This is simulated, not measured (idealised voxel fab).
process module | voxel plated lines
cross-section cut | 185 nm wide | cells 5 nm
A cross-section is a grid of square cells, given in bands from the top down. A band is one or more rows of cells.
Each band's line starts with the height of the band's top and of its bottom, in nm. Then come its materials from left to right, each with its width in nm. One material with "throughout" fills the band from edge to edge. "air" is empty space.
Height 0 is the level under which the wafer as received is all one material. The lowest band goes on downwards, as in "0 down".
A width such as "30 to 40" changes by the same amount from each row of cells to the next, from the band's top row to its bottom row.
"no change" after a step means that no cell of the cross-section changed.
closed voids: empty space of 8 cells or more with no open way to the top, each as width x height at its distance from the left edge, in nm
after a step's settings: what the simulator itself notes on the step
overlay nm, on a step with a mask: how far to the right of its planned place the mask lay; to the left if negative
plan
1 op RECEIVE | material Si
2 op CONFORMAL_DEP | material Al2O3 | thk nm 15
3 op DIRECTIONAL_DEP | material TiN | thk nm 5
4 op PATTERN | tone open | mask id LINES | material resist | width nm 25 | pitch nm 55 | thk nm 30 | overlay nm 0
5 op EPI | material Ru | thk nm 5
6 op EPI | material Ru | thk nm 10
7 op STRIP | etch materials resist
8 op DIRECTIONAL_ETCH | etch materials TiN | depth nm 5
9 op CONFORMAL_DEP | material SiN | thk nm 10
first wafer, as planned
as received, after step 1
  0 down: Si throughout
  closed voids: none
after step 2
  15 to 0: Al2O3 throughout
  below 0: unchanged
after step 3
  20 to 15: TiN throughout
  below 15: unchanged
after step 4
  50 to 20: resist 50 | air 25 | resist 30 | air 25 | resist 55
  below 20: unchanged
after step 5
  50 to 25: resist 50 | air 25 | resist 30 | air 25 | resist 55
  25 to 20: resist 50 | Ru 25 | resist 30 | Ru 25 | resist 55
  below 20: unchanged
after step 6
  50 to 35: resist 50 | air 25 | resist 30 | air 25 | resist 55
  35 to 20: resist 50 | Ru 25 | resist 30 | Ru 25 | resist 55
  below 20: unchanged
after step 7
  35 to 20: air 50 | Ru 25 | air 30 | Ru 25 | air 55
  below 20: unchanged
after step 8
  35 to 20: air 50 | Ru 25 | air 30 | Ru 25 | air 55
  20 to 15: air 50 | TiN 25 | air 30 | TiN 25 | air 55
  below 15: unchanged
after step 9
  45 to 35: air 40 | SiN 45 | air 10 | SiN 45 | air 45
  35 to 25: air 40 | SiN 10 | Ru 25 | SiN 10 | air 10 | SiN 10 | Ru 25 | SiN 10 | air 45
  25 to 20: SiN 50 | Ru 25 | SiN 30 | Ru 25 | SiN 55
  20 to 15: SiN 50 | TiN 25 | SiN 30 | TiN 25 | SiN 55
  below 15: unchanged
second wafer: like start, like plan, one mistake. Through step 3 it matches the first wafer
when step 4 should have ended
  50 to 20: resist 45 | air 35 | resist 20 | air 35 | resist 50
  below 20: unchanged
when step 5 should have ended
  50 to 25: resist 45 | air 35 | resist 20 | air 35 | resist 50
  25 to 20: resist 45 | Ru 35 | resist 20 | Ru 35 | resist 50
  below 20: unchanged
when step 6 should have ended
  50 to 35: resist 45 | air 35 | resist 20 | air 35 | resist 50
  35 to 20: resist 45 | Ru 35 | resist 20 | Ru 35 | resist 50
  below 20: unchanged
when step 7 should have ended
  35 to 20: air 45 | Ru 35 | air 20 | Ru 35 | air 50
  below 20: unchanged
when step 8 should have ended
  35 to 20: air 45 | Ru 35 | air 20 | Ru 35 | air 50
  20 to 15: air 45 | TiN 35 | air 20 | TiN 35 | air 50
  below 15: unchanged
when step 9 should have ended
  45 to 35: air 35 | SiN 110 | air 40
  35 to 25: air 35 | SiN 10 | Ru 35 | SiN 20 | Ru 35 | SiN 10 | air 40
  25 to 20: SiN 45 | Ru 35 | SiN 20 | Ru 35 | SiN 50
  20 to 15: SiN 45 | TiN 35 | SiN 20 | TiN 35 | SiN 50
  below 15: unchanged
what went wrong: step 4 ran as: op PATTERN | tone open | mask id LINES | material resist | width nm 35 | pitch nm 55 | thk nm 30 | overlay nm 0
at the end the second wafer has, in cells: 12 more of Ru | 4 more of TiN
